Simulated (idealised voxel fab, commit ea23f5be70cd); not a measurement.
Presented below is a process module, voxel trench capacitor.
The cross-section on display is named cut; it measures 285 nm wide, and its cells are 5 nm squares.
Notation: cross-section as square-cell grid; stated in bands, top first, going down; one or more cell rows per band. Within each band entry, the heights of the top and of the bottom of the band appear first, in that order and in nm; the materials of the band then follow from left to right, each with its corresponding width in nm. The designation "throughout" on a single material indicates that it fills the band from edge to edge; the designation "air" indicates empty space. Heights from 0 (as-received wafer is one material below). Bottom band endless downward, as "0 down". Top row gets the first number, bottom row gets the second, and each row in between changes by the same step: that is how a band width like "30 to 40" works. Key: "no change occurred" - step with no changed cell in the cross-section. Closed-off voids of 8+ cells (no open route to the top) go in "Closed voids list", written width x height at distance from the left edge, in nm. What comes after the settings on a step's line is commentary from the simulator itself on that step. Each step line may optionally specify "overlay nm", which for a step with a mask gives the rightward distance between the mask's planned place and where it lay, a negative value indicating the leftward direction.

### Steps in the process plan
1. RECEIVE,material Si
2. CONFORMAL_DEP,material SiN,thk nm 5
3. MASKED_ETCH,tone open,mask id TRENCH,width nm 20,pitch nm 45,etch materials SiN,depth nm 5,overlay nm 0
4. MASKED_ETCH,tone open,mask id TRENCH,width nm 20,pitch nm 45,etch materials Si,depth nm 15,overlay nm 0
5. CONFORMAL_DEP,material SiO2,thk nm 5
6. FILL_DEP,material polySi,thk nm 5
7. CMP,height nm 5
The wafers are alike at the start. At step 4, their depth nm differs. The plan lists the first wafer's value.

### After step 1, as received: first of several wafers, cross-section
	0 down: Si throughout
	Closed voids list: none

### Cross-section of the first of several wafers, taken after step 7, where the module ends
	5 to 0: SiN: 85; SiO2: 5; polySi: 10; SiO2: 5; SiN: 25; SiO2: 5; polySi: 10; SiO2: 5; SiN: 25; SiO2: 5; polySi: 10; SiO2: 5; SiN: 90
	0 to -10: Si: 85; SiO2: 5; polySi: 10; SiO2: 5; Si: 25; SiO2: 5; polySi: 10; SiO2: 5; Si: 25; SiO2: 5; polySi: 10; SiO2: 5; Si: 90
	-10 to -15: Si: 85; SiO2: 20; Si: 25; SiO2: 20; Si: 25; SiO2: 20; Si: 90
	-15 down: Si throughout
	Closed voids list: none

### At the end of the module, the last of several wafers in cross-section
	5 to 0: SiN: 85; SiO2: 5; polySi: 10; SiO2: 5; SiN: 25; SiO2: 5; polySi: 10; SiO2: 5; SiN: 25; SiO2: 5; polySi: 10; SiO2: 5; SiN: 90
	0 to -35: Si: 85; SiO2: 5; polySi: 10; SiO2: 5; Si: 25; SiO2: 5; polySi: 10; SiO2: 5; Si: 25; SiO2: 5; polySi: 10; SiO2: 5; Si: 90
	-35 to -40: Si: 85; SiO2: 20; Si: 25; SiO2: 20; Si: 25; SiO2: 20; Si: 90
	-40 down: Si throughout
	Closed voids list: none

### What follows is a table in which each wafer occupies a row; for the wafer as it stands at the close of the module, the row states, material by material, how many cells have been gained (+) or lost (-) since receipt, and then gives its closed voids
depth nm 15 | -36 Si | +45 SiN | +30 SiO2 | +18 polySi | Closed voids list: none
depth nm 20 | -48 Si | +45 SiN | +36 SiO2 | +24 polySi | Closed voids list: none
depth nm 25 | -60 Si | +45 SiN | +42 SiO2 | +30 polySi | Closed voids list: none
depth nm 30 | -72 Si | +45 SiN | +48 SiO2 | +36 polySi | Closed voids list: none
depth nm 35 | -84 Si | +45 SiN | +54 SiO2 | +42 polySi | Closed voids list: none
depth nm 40 | -96 Si | +45 SiN | +60 SiO2 | +48 polySi | Closed voids list: none
